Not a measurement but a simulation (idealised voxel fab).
Herein follows the process module entitled voxel gate over fins.
It is cross-section cut that appears here, measuring 225 nm in width, its square cells being 5 nm in size.
If you're reading a cross-section in this doc, picture square cells in a grid; it comes to you as bands, top ones listed first down to the bottom, and a band can be one or more rows of cells.
Look at the band entry: it leads with the top's height and the bottom's height in nm. Then it lists the materials left to right, with a width in nm for each. The word "full width" on a single material says that material fills the band edge to edge. The word "air" is empty space.
Height reference: 0 = level under which incoming wafer is all one material. Lowest band: no bottom, runs on downward, e.g. "0 nm and below".
Quick explanation for "30->40": the width changes in equal steps down the rows of cells, from the first number in the band's top row to the second number in its bottom row.
Take "no modification" at face value: in the step it is given for, the cross-section changed in none of its cells.
The entry titled "Encapsulated voids" provides the empty spaces that have no open way to the top, restricted to those of 8 cells or more. Each is presented as width x height at distance, the distance being measured from the left edge, with all three in nm.
after a step's settings: what the simulator itself notes on the step
On any step carrying a mask, the "overlay nm" setting, if present on the step's line, tells how far right of its planned place the mask lay; negative values point to the left.

Here's what the planned process steps look like:
1) op RECEIVE | material Si
2) op CONFORMAL_DEP | material SiN | thk nm 5
3) op PATTERN | tone cover | mask id FINS | material resist | width nm 15 | pitch nm 45 | thk nm 15 | overlay nm 0
4) op DIRECTIONAL_ETCH | etch materials SiN | depth nm 5
5) op DIRECTIONAL_ETCH | etch materials Si | depth nm 30
6) op STRIP | etch materials resist
7) op OXIDIZE | depth nm 5
8) op FILL_DEP | material SiO2 | thk nm 10
9) op CMP | height nm 5
10) op SELECTIVE_ETCH | etch materials SiO2 | depth nm 20
11) op STRIP | etch materials SiN
12) op CONFORMAL_DEP | material HfO2 | thk nm 5
13) op CONFORMAL_DEP | material TiN | thk nm 5
14) op CONFORMAL_DEP | material TiAl | thk nm 5
15) op CONFORMAL_DEP | material TiN | thk nm 5
16) op FILL_DEP | material W | thk nm 15
17) op CMP | height nm 30
18) op CONFORMAL_DEP | material SiCN | thk nm 5

First of two wafers, with the run carried out as planned:

Wafer as received: cross-section following step 1:
	0 nm and below  Si full width
	Encapsulated voids: none

Take a look at the wafer's cross-section after step 2:
	5 nm to 0 nm  SiN full width
	Nothing below the height 0 has changed.

Take a look at the wafer's cross-section after step 3:
	20 nm to 5 nm  air: 35 / resist: 15 / air: 30 / resist: 15 / air: 30 / resist: 15 / air: 30 / resist: 15 / air: 40
	Nothing below the height 5 has changed.

Take a look at the wafer's cross-section after step 4:
	20 nm to 5 nm  air: 35 / resist: 15 / air: 30 / resist: 15 / air: 30 / resist: 15 / air: 30 / resist: 15 / air: 40
	5 nm to 0 nm  air: 35 / SiN: 15 / air: 30 / SiN: 15 / air: 30 / SiN: 15 / air: 30 / SiN: 15 / air: 40
	Nothing below the height 0 has changed.

Take a look at the wafer's cross-section after step 5:
	20 nm to 5 nm  air: 35 / resist: 15 / air: 30 / resist: 15 / air: 30 / resist: 15 / air: 30 / resist: 15 / air: 40
	5 nm to 0 nm  air: 35 / SiN: 15 / air: 30 / SiN: 15 / air: 30 / SiN: 15 / air: 30 / SiN: 15 / air: 40
	0 nm to -30 nm  air: 35 / Si: 15 / air: 30 / Si: 15 / air: 30 / Si: 15 / air: 30 / Si: 15 / air: 40
	Nothing below the height -30 has changed.

Take a look at the wafer's cross-section after step 6:
	5 nm to 0 nm  air: 35 / SiN: 15 / air: 30 / SiN: 15 / air: 30 / SiN: 15 / air: 30 / SiN: 15 / air: 40
	Nothing below the height 0 has changed.

Take a look at the wafer's cross-section after step 7:
	5 nm to 0 nm  air: 35 / SiN: 15 / air: 30 / SiN: 15 / air: 30 / SiN: 15 / air: 30 / SiN: 15 / air: 40
	0 nm to -30 nm  air: 35 / SiO2: 5 / Si: 5 / SiO2: 5 / air: 30 / SiO2: 5 / Si: 5 / SiO2: 5 / air: 30 / SiO2: 5 / Si: 5 / SiO2: 5 / air: 30 / SiO2: 5 / Si: 5 / SiO2: 5 / air: 40
	-30 nm to -35 nm  SiO2: 40 / Si: 5 / SiO2: 40 / Si: 5 / SiO2: 40 / Si: 5 / SiO2: 40 / Si: 5 / SiO2: 45
	Nothing below the height -35 has changed.

Take a look at the wafer's cross-section after step 8:
	15 nm to 5 nm  SiO2 full width
	5 nm to 0 nm  SiO2: 35 / SiN: 15 / SiO2: 30 / SiN: 15 / SiO2: 30 / SiN: 15 / SiO2: 30 / SiN: 15 / SiO2: 40
	0 nm to -35 nm  SiO2: 40 / Si: 5 / SiO2: 40 / Si: 5 / SiO2: 40 / Si: 5 / SiO2: 40 / Si: 5 / SiO2: 45
	Nothing below the height -35 has changed.

Take a look at the wafer's cross-section after step 9:
	5 nm to 0 nm  SiO2: 35 / SiN: 15 / SiO2: 30 / SiN: 15 / SiO2: 30 / SiN: 15 / SiO2: 30 / SiN: 15 / SiO2: 40
	Nothing below the height 0 has changed.

Take a look at the wafer's cross-section after step 10:
	5 nm to 0 nm  air: 35 / SiN: 15 / air: 30 / SiN: 15 / air: 30 / SiN: 15 / air: 30 / SiN: 15 / air: 40
	0 nm to -15 nm  air: 40 / Si: 5 / air: 40 / Si: 5 / air: 40 / Si: 5 / air: 40 / Si: 5 / air: 45
	Nothing below the height -15 has changed.

Take a look at the wafer's cross-section after step 11:
	0 nm to -15 nm  air: 40 / Si: 5 / air: 40 / Si: 5 / air: 40 / Si: 5 / air: 40 / Si: 5 / air: 45
	Nothing below the height -15 has changed.

Take a look at the wafer's cross-section after step 12:
	5 nm to 0 nm  air: 35 / HfO2: 15 / air: 30 / HfO2: 15 / air: 30 / HfO2: 15 / air: 30 / HfO2: 15 / air: 40
	0 nm to -10 nm  air: 35 / HfO2: 5 / Si: 5 / HfO2: 5 / air: 30 / HfO2: 5 / Si: 5 / HfO2: 5 / air: 30 / HfO2: 5 / Si: 5 / HfO2: 5 / air: 30 / HfO2: 5 / Si: 5 / HfO2: 5 / air: 40
	-10 nm to -15 nm  HfO2: 40 / Si: 5 / HfO2: 40 / Si: 5 / HfO2: 40 / Si: 5 / HfO2: 40 / Si: 5 / HfO2: 45
	Nothing below the height -15 has changed.

Take a look at the wafer's cross-section after step 13:
	10 nm to 5 nm  air: 30 / TiN: 25 / air: 20 / TiN: 25 / air: 20 / TiN: 25 / air: 20 / TiN: 25 / air: 35
	5 nm to 0 nm  air: 30 / TiN: 5 / HfO2: 15 / TiN: 5 / air: 20 / TiN: 5 / HfO2: 15 / TiN: 5 / air: 20 / TiN: 5 / HfO2: 15 / TiN: 5 / air: 20 / TiN: 5 / HfO2: 15 / TiN: 5 / air: 35
	0 nm to -5 nm  air: 30 / TiN: 5 / HfO2: 5 / Si: 5 / HfO2: 5 / TiN: 5 / air: 20 / TiN: 5 / HfO2: 5 / Si: 5 / HfO2: 5 / TiN: 5 / air: 20 / TiN: 5 / HfO2: 5 / Si: 5 / HfO2: 5 / TiN: 5 / air: 20 / TiN: 5 / HfO2: 5 / Si: 5 / HfO2: 5 / TiN: 5 / air: 35
	-5 nm to -10 nm  TiN: 35 / HfO2: 5 / Si: 5 / HfO2: 5 / TiN: 30 / HfO2: 5 / Si: 5 / HfO2: 5 / TiN: 30 / HfO2: 5 / Si: 5 / HfO2: 5 / TiN: 30 / HfO2: 5 / Si: 5 / HfO2: 5 / TiN: 40
	Nothing below the height -10 has changed.

Take a look at the wafer's cross-section after step 14:
	15 nm to 10 nm  air: 25 / TiAl: 35 / air: 10 / TiAl: 35 / air: 10 / TiAl: 35 / air: 10 / TiAl: 35 / air: 30
	10 nm to 5 nm  air: 25 / TiAl: 5 / TiN: 25 / TiAl: 5 / air: 10 / TiAl: 5 / TiN: 25 / TiAl: 5 / air: 10 / TiAl: 5 / TiN: 25 / TiAl: 5 / air: 10 / TiAl: 5 / TiN: 25 / TiAl: 5 / air: 30
	5 nm to 0 nm  air: 25 / TiAl: 5 / TiN: 5 / HfO2: 15 / TiN: 5 / TiAl: 5 / air: 10 / TiAl: 5 / TiN: 5 / HfO2: 15 / TiN: 5 / TiAl: 5 / air: 10 / TiAl: 5 / TiN: 5 / HfO2: 15 / TiN: 5 / TiAl: 5 / air: 10 / TiAl: 5 / TiN: 5 / HfO2: 15 / TiN: 5 / TiAl: 5 / air: 30
	0 nm to -5 nm  TiAl: 30 / TiN: 5 / HfO2: 5 / Si: 5 / HfO2: 5 / TiN: 5 / TiAl: 20 / TiN: 5 / HfO2: 5 / Si: 5 / HfO2: 5 / TiN: 5 / TiAl: 20 / TiN: 5 / HfO2: 5 / Si: 5 / HfO2: 5 / TiN: 5 / TiAl: 20 / TiN: 5 / HfO2: 5 / Si: 5 / HfO2: 5 / TiN: 5 / TiAl: 35
	Nothing below the height -5 has changed.

Take a look at the wafer's cross-section after step 15:
	20 nm to 15 nm  air: 20 / TiN: 180 / air: 25
	15 nm to 10 nm  air: 20 / TiN: 5 / TiAl: 35 / TiN: 10 / TiAl: 35 / TiN: 10 / TiAl: 35 / TiN: 10 / TiAl: 35 / TiN: 5 / air: 25
	10 nm to 5 nm  air: 20 / TiN: 5 / TiAl: 5 / TiN: 25 / TiAl: 5 / TiN: 10 / TiAl: 5 / TiN: 25 / TiAl: 5 / TiN: 10 / TiAl: 5 / TiN: 25 / TiAl: 5 / TiN: 10 / TiAl: 5 / TiN: 25 / TiAl: 5 / TiN: 5 / air: 25
	5 nm to 0 nm  TiN: 25 / TiAl: 5 / TiN: 5 / HfO2: 15 / TiN: 5 / TiAl: 5 / TiN: 10 / TiAl: 5 / TiN: 5 / HfO2: 15 / TiN: 5 / TiAl: 5 / TiN: 10 / TiAl: 5 / TiN: 5 / HfO2: 15 / TiN: 5 / TiAl: 5 / TiN: 10 / TiAl: 5 / TiN: 5 / HfO2: 15 / TiN: 5 / TiAl: 5 / TiN: 30
	Nothing below the height 0 has changed.

Take a look at the wafer's cross-section after step 16:
	35 nm to 20 nm  W full width
	20 nm to 15 nm  W: 20 / TiN: 180 / W: 25
	15 nm to 10 nm  W: 20 / TiN: 5 / TiAl: 35 / TiN: 10 / TiAl: 35 / TiN: 10 / TiAl: 35 / TiN: 10 / TiAl: 35 / TiN: 5 / W: 25
	10 nm to 5 nm  W: 20 / TiN: 5 / TiAl: 5 / TiN: 25 / TiAl: 5 / TiN: 10 / TiAl: 5 / TiN: 25 / TiAl: 5 / TiN: 10 / TiAl: 5 / TiN: 25 / TiAl: 5 / TiN: 10 / TiAl: 5 / TiN: 25 / TiAl: 5 / TiN: 5 / W: 25
	Nothing below the height 5 has changed.

Take a look at the wafer's cross-section after step 17:
	30 nm to 20 nm  W full width
	Nothing below the height 20 has changed.

Take a look at the wafer's cross-section after step 18:
	35 nm to 30 nm  SiCN full width
	Nothing below the height 30 has changed.

It is to be noted that the second wafer proceeded from the same initial state and according to the same plan as the first, although one mistake was committed in its execution; through step 9, inclusive, the two wafers share an identical history:

Cross-section of the second wafer at the time step 10 of the plan should have ended:
	5 nm to 0 nm  air: 35 / SiN: 15 / air: 30 / SiN: 15 / air: 30 / SiN: 15 / air: 30 / SiN: 15 / air: 40
	0 nm to -35 nm  air: 40 / Si: 5 / air: 40 / Si: 5 / air: 40 / Si: 5 / air: 40 / Si: 5 / air: 45
	Nothing below the height -35 has changed.

Cross-section of the second wafer at the time step 11 of the plan should have ended:
	0 nm to -35 nm  air: 40 / Si: 5 / air: 40 / Si: 5 / air: 40 / Si: 5 / air: 40 / Si: 5 / air: 45
	Nothing below the height -35 has changed.

Cross-section of the second wafer at the time step 12 of the plan should have ended:
	5 nm to 0 nm  air: 35 / HfO2: 15 / air: 30 / HfO2: 15 / air: 30 / HfO2: 15 / air: 30 / HfO2: 15 / air: 40
	0 nm to -30 nm  air: 35 / HfO2: 5 / Si: 5 / HfO2: 5 / air: 30 / HfO2: 5 / Si: 5 / HfO2: 5 / air: 30 / HfO2: 5 / Si: 5 / HfO2: 5 / air: 30 / HfO2: 5 / Si: 5 / HfO2: 5 / air: 40
	-30 nm to -35 nm  HfO2: 40 / Si: 5 / HfO2: 40 / Si: 5 / HfO2: 40 / Si: 5 / HfO2: 40 / Si: 5 / HfO2: 45
	Nothing below the height -35 has changed.

Cross-section of the second wafer at the time step 13 of the plan should have ended:
	10 nm to 5 nm  air: 30 / TiN: 25 / air: 20 / TiN: 25 / air: 20 / TiN: 25 / air: 20 / TiN: 25 / air: 35
	5 nm to 0 nm  air: 30 / TiN: 5 / HfO2: 15 / TiN: 5 / air: 20 / TiN: 5 / HfO2: 15 / TiN: 5 / air: 20 / TiN: 5 / HfO2: 15 / TiN: 5 / air: 20 / TiN: 5 / HfO2: 15 / TiN: 5 / air: 35
	0 nm to -25 nm  air: 30 / TiN: 5 / HfO2: 5 / Si: 5 / HfO2: 5 / TiN: 5 / air: 20 / TiN: 5 / HfO2: 5 / Si: 5 / HfO2: 5 / TiN: 5 / air: 20 / TiN: 5 / HfO2: 5 / Si: 5 / HfO2: 5 / TiN: 5 / air: 20 / TiN: 5 / HfO2: 5 / Si: 5 / HfO2: 5 / TiN: 5 / air: 35
	-25 nm to -30 nm  TiN: 35 / HfO2: 5 / Si: 5 / HfO2: 5 / TiN: 30 / HfO2: 5 / Si: 5 / HfO2: 5 / TiN: 30 / HfO2: 5 / Si: 5 / HfO2: 5 / TiN: 30 / HfO2: 5 / Si: 5 / HfO2: 5 / TiN: 40
	Nothing below the height -30 has changed.

Cross-section of the second wafer at the time step 14 of the plan should have ended:
	15 nm to 10 nm  air: 25 / TiAl: 35 / air: 10 / TiAl: 35 / air: 10 / TiAl: 35 / air: 10 / TiAl: 35 / air: 30
	10 nm to 5 nm  air: 25 / TiAl: 5 / TiN: 25 / TiAl: 5 / air: 10 / TiAl: 5 / TiN: 25 / TiAl: 5 / air: 10 / TiAl: 5 / TiN: 25 / TiAl: 5 / air: 10 / TiAl: 5 / TiN: 25 / TiAl: 5 / air: 30
	5 nm to 0 nm  air: 25 / TiAl: 5 / TiN: 5 / HfO2: 15 / TiN: 5 / TiAl: 5 / air: 10 / TiAl: 5 / TiN: 5 / HfO2: 15 / TiN: 5 / TiAl: 5 / air: 10 / TiAl: 5 / TiN: 5 / HfO2: 15 / TiN: 5 / TiAl: 5 / air: 10 / TiAl: 5 / TiN: 5 / HfO2: 15 / TiN: 5 / TiAl: 5 / air: 30
	0 nm to -20 nm  air: 25 / TiAl: 5 / TiN: 5 / HfO2: 5 / Si: 5 / HfO2: 5 / TiN: 5 / TiAl: 5 / air: 10 / TiAl: 5 / TiN: 5 / HfO2: 5 / Si: 5 / HfO2: 5 / TiN: 5 / TiAl: 5 / air: 10 / TiAl: 5 / TiN: 5 / HfO2: 5 / Si: 5 / HfO2: 5 / TiN: 5 / TiAl: 5 / air: 10 / TiAl: 5 / TiN: 5 / HfO2: 5 / Si: 5 / HfO2: 5 / TiN: 5 / TiAl: 5 / air: 30
	-20 nm to -25 nm  TiAl: 30 / TiN: 5 / HfO2: 5 / Si: 5 / HfO2: 5 / TiN: 5 / TiAl: 20 / TiN: 5 / HfO2: 5 / Si: 5 / HfO2: 5 / TiN: 5 / TiAl: 20 / TiN: 5 / HfO2: 5 / Si: 5 / HfO2: 5 / TiN: 5 / TiAl: 20 / TiN: 5 / HfO2: 5 / Si: 5 / HfO2: 5 / TiN: 5 / TiAl: 35
	Nothing below the height -25 has changed.

Cross-section of the second wafer at the time step 15 of the plan should have ended:
	20 nm to 15 nm  air: 20 / TiN: 180 / air: 25
	15 nm to 10 nm  air: 20 / TiN: 5 / TiAl: 35 / TiN: 10 / TiAl: 35 / TiN: 10 / TiAl: 35 / TiN: 10 / TiAl: 35 / TiN: 5 / air: 25
	10 nm to 5 nm  air: 20 / TiN: 5 / TiAl: 5 / TiN: 25 / TiAl: 5 / TiN: 10 / TiAl: 5 / TiN: 25 / TiAl: 5 / TiN: 10 / TiAl: 5 / TiN: 25 / TiAl: 5 / TiN: 10 / TiAl: 5 / TiN: 25 / TiAl: 5 / TiN: 5 / air: 25
	5 nm to 0 nm  air: 20 / TiN: 5 / TiAl: 5 / TiN: 5 / HfO2: 15 / TiN: 5 / TiAl: 5 / TiN: 10 / TiAl: 5 / TiN: 5 / HfO2: 15 / TiN: 5 / TiAl: 5 / TiN: 10 / TiAl: 5 / TiN: 5 / HfO2: 15 / TiN: 5 / TiAl: 5 / TiN: 10 / TiAl: 5 / TiN: 5 / HfO2: 15 / TiN: 5 / TiAl: 5 / TiN: 5 / air: 25
	0 nm to -15 nm  air: 20 / TiN: 5 / TiAl: 5 / TiN: 5 / HfO2: 5 / Si: 5 / HfO2: 5 / TiN: 5 / TiAl: 5 / TiN: 10 / TiAl: 5 / TiN: 5 / HfO2: 5 / Si: 5 / HfO2: 5 / TiN: 5 / TiAl: 5 / TiN: 10 / TiAl: 5 / TiN: 5 / HfO2: 5 / Si: 5 / HfO2: 5 / TiN: 5 / TiAl: 5 / TiN: 10 / TiAl: 5 / TiN: 5 / HfO2: 5 / Si: 5 / HfO2: 5 / TiN: 5 / TiAl: 5 / TiN: 5 / air: 25
	-15 nm to -20 nm  TiN: 25 / TiAl: 5 / TiN: 5 / HfO2: 5 / Si: 5 / HfO2: 5 / TiN: 5 / TiAl: 5 / TiN: 10 / TiAl: 5 / TiN: 5 / HfO2: 5 / Si: 5 / HfO2: 5 / TiN: 5 / TiAl: 5 / TiN: 10 / TiAl: 5 / TiN: 5 / HfO2: 5 / Si: 5 / HfO2: 5 / TiN: 5 / TiAl: 5 / TiN: 10 / TiAl: 5 / TiN: 5 / HfO2: 5 / Si: 5 / HfO2: 5 / TiN: 5 / TiAl: 5 / TiN: 30
	Nothing below the height -20 has changed.

Cross-section of the second wafer at the time step 16 of the plan should have ended:
	35 nm to 20 nm  W full width
	20 nm to 15 nm  W: 20 / TiN: 180 / W: 25
	15 nm to 10 nm  W: 20 / TiN: 5 / TiAl: 35 / TiN: 10 / TiAl: 35 / TiN: 10 / TiAl: 35 / TiN: 10 / TiAl: 35 / TiN: 5 / W: 25
	10 nm to 5 nm  W: 20 / TiN: 5 / TiAl: 5 / TiN: 25 / TiAl: 5 / TiN: 10 / TiAl: 5 / TiN: 25 / TiAl: 5 / TiN: 10 / TiAl: 5 / TiN: 25 / TiAl: 5 / TiN: 10 / TiAl: 5 / TiN: 25 / TiAl: 5 / TiN: 5 / W: 25
	5 nm to 0 nm  W: 20 / TiN: 5 / TiAl: 5 / TiN: 5 / HfO2: 15 / TiN: 5 / TiAl: 5 / TiN: 10 / TiAl: 5 / TiN: 5 / HfO2: 15 / TiN: 5 / TiAl: 5 / TiN: 10 / TiAl: 5 / TiN: 5 / HfO2: 15 / TiN: 5 / TiAl: 5 / TiN: 10 / TiAl: 5 / TiN: 5 / HfO2: 15 / TiN: 5 / TiAl: 5 / TiN: 5 / W: 25
	0 nm to -15 nm  W: 20 / TiN: 5 / TiAl: 5 / TiN: 5 / HfO2: 5 / Si: 5 / HfO2: 5 / TiN: 5 / TiAl: 5 / TiN: 10 / TiAl: 5 / TiN: 5 / HfO2: 5 / Si: 5 / HfO2: 5 / TiN: 5 / TiAl: 5 / TiN: 10 / TiAl: 5 / TiN: 5 / HfO2: 5 / Si: 5 / HfO2: 5 / TiN: 5 / TiAl: 5 / TiN: 10 / TiAl: 5 / TiN: 5 / HfO2: 5 / Si: 5 / HfO2: 5 / TiN: 5 / TiAl: 5 / TiN: 5 / W: 25
	Nothing below the height -15 has changed.

Cross-section of the second wafer at the time step 17 of the plan should have ended:
	30 nm to 20 nm  W full width
	Nothing below the height 20 has changed.

Cross-section of the second wafer at the time step 18 of the plan should have ended:
	35 nm to 30 nm  SiCN full width
	Nothing below the height 30 has changed.
In executing the process, a mistake was made relative to the plan: execution of plan step 10 occurred twice
Upon completion, the second wafer contains, in terms of cells, a greater or smaller amount of certain materials than the first wafer: HfO2 +32, SiO2 -164, TiAl +32, TiN +64, W +36
